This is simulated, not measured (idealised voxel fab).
Process module in this document: voxel wiring stack
Each square cell in cross-section cut measures 5 nm, and the section as a whole is 180 nm wide.
In this document a cross-section is written as a grid of square cells. It is given as a series of bands, listed from the top down, and a band is one or more rows of cells. Band: top height; bottom height; in nm. Then, left to right: material with width in nm, for each material. "edge to edge": a single material spanning edge to edge. "air": empty space. Ref level 0: as-received wafer is one material below here. Bottom band extends down with no lower bound ("0 -> down"). Think of "30..40" as a width that walks from the first number to the second as you go down the band, top row to bottom row, taking equal-sized steps from row to row. Any step labelled "same as before" changed none of the cells in the cross-section. Empty spaces counting at least 8 cells and having no open way to the top are listed in "Closed voids list". The notation width x height at distance is used for each, the distance being from the left edge and all three values in nm. Read whatever lies past the settings on a step's line as the simulator's own remark about the step. For masked steps, "overlay nm" on the step line gives how far right of plan the mask actually lay; a minus sign means it lay to the left.
Set out below are the planned steps of the process:
- 1: RECEIVE (material Si)
- 2: CONFORMAL_DEP (material SiO2; thk nm 10)
- 3: CONFORMAL_DEP (material SiN; thk nm 5)
- 4: DIRECTIONAL_DEP (material SiO2; thk nm 25)
- 5: PATTERN (tone open; mask id METAL_1; material resist; width nm 30; pitch nm 60; thk nm 20; overlay nm 0)
- 6: DIRECTIONAL_ETCH (etch materials SiO2; depth nm 25)
- 7: DIRECTIONAL_ETCH (etch materials SiN; depth nm 5)
- 8: STRIP (etch materials resist)
- 9: CONFORMAL_DEP (material TiN; thk nm 5)
- 10: FILL_DEP (material W; thk nm 5)
- 11: CMP (height nm 40)
- 12: CONFORMAL_DEP (material SiCN; thk nm 5)
- 13: DIRECTIONAL_DEP (material SiO2; thk nm 10)
- 14: MASKED_ETCH (tone open; mask id PLUG_1; width nm 15; etch materials SiO2; depth nm 10; overlay nm 0)
- 15: MASKED_ETCH (tone open; mask id PLUG_1; width nm 15; etch materials SiCN; depth nm 5; overlay nm 0)
- 16: CONFORMAL_DEP (material TiN; thk nm 5)
- 17: FILL_DEP (material Cu; thk nm 5)
- 18: CMP (height nm 55)
- 19: DIRECTIONAL_DEP (material TiN; thk nm 5)
- 20: DIRECTIONAL_DEP (material Ru; thk nm 25)
- 21: PATTERN (tone cover; mask id METAL_2; material resist; width nm 30; pitch nm 60; thk nm 15; overlay nm 0)
- 22: DIRECTIONAL_ETCH (etch materials Ru; depth nm 25)
- 23: DIRECTIONAL_ETCH (etch materials TiN; depth nm 5)
- 24: STRIP (etch materials resist)
- 25: CONFORMAL_DEP (material SiCN; thk nm 5)
- 26: FILL_DEP (material SiO2; thk nm 10)
- 27: CMP (height nm 85)
- 28: CONFORMAL_DEP (material SiCN; thk nm 5)
- 29: DIRECTIONAL_DEP (material SiO2; thk nm 30)
- 30: DIRECTIONAL_DEP (material aC; thk nm 10)
- 31: PATTERN (tone open; mask id METAL_3_HOLES; material resist; width nm 15; pitch nm 60; thk nm 30; overlay nm 0)
- 32: DIRECTIONAL_ETCH (etch materials aC; depth nm 10)
- 33: STRIP (etch materials resist)
- 34: DIRECTIONAL_ETCH (etch materials SiO2; depth nm 30)
- 35: STRIP (etch materials aC)
- 36: PATTERN (tone open; mask id METAL_3; material resist; width nm 30; pitch nm 60; thk nm 15; overlay nm 0)
- 37: DIRECTIONAL_ETCH (etch materials SiO2; depth nm 20)
- 38: DIRECTIONAL_ETCH (etch materials SiCN; depth nm 5)
- 39: STRIP (etch materials resist)
- 40: CONFORMAL_DEP (material TiN; thk nm 5)
- 41: FILL_DEP (material Cu; thk nm 10)
- 42: CMP (height nm 120)
- 43: CONFORMAL_DEP (material SiN; thk nm 5)
Here's what the wafer looked like in cross-section when it arrived - that's after step 1:
> 0 -> down: Si edge to edge
> Closed voids list: none
Wafer at module end, in section. Began as above, planned as above, run with one mistake:
> 125 -> 120: SiN edge to edge
> 120 -> 105: 45 nm SiO2  5 nm TiN  20 nm Cu  5 nm TiN  30 nm SiO2  5 nm TiN  20 nm Cu  5 nm TiN  45 nm SiO2
> 105 -> 100: 45 nm SiO2  5 nm TiN  5 nm Cu  20 nm TiN  30 nm SiO2  5 nm TiN  5 nm Cu  20 nm TiN  45 nm SiO2
> 100 -> 90: 45 nm SiO2  5 nm TiN  5 nm Cu  5 nm TiN  45 nm SiO2  5 nm TiN  5 nm Cu  5 nm TiN  60 nm SiO2
> 90 -> 85: 45 nm SiCN  15 nm TiN  45 nm SiCN  15 nm TiN  60 nm SiCN
> 85 -> 60: 40 nm SiO2  5 nm TiN  30 nm Ru  5 nm TiN  20 nm SiO2  5 nm TiN  30 nm Ru  5 nm TiN  40 nm SiO2
> 60 -> 55: TiN edge to edge
> 55 -> 45: 45 nm SiO2  5 nm TiN  5 nm Cu  5 nm TiN  120 nm SiO2
> 45 -> 40: 45 nm SiCN  15 nm TiN  120 nm SiCN
> 40 -> 15: 45 nm SiO2  5 nm TiN  20 nm W  5 nm TiN  30 nm SiO2  5 nm TiN  20 nm W  5 nm TiN  45 nm SiO2
> 15 -> 10: 45 nm SiN  30 nm TiN  30 nm SiN  30 nm TiN  45 nm SiN
> 10 -> 0: SiO2 edge to edge
> 0 -> down: Si edge to edge
> Closed voids list: none
Here's what went sideways: step 25 went in with a setting other than planned; the actual run was CONFORMAL_DEP (material TiN; thk nm 5)
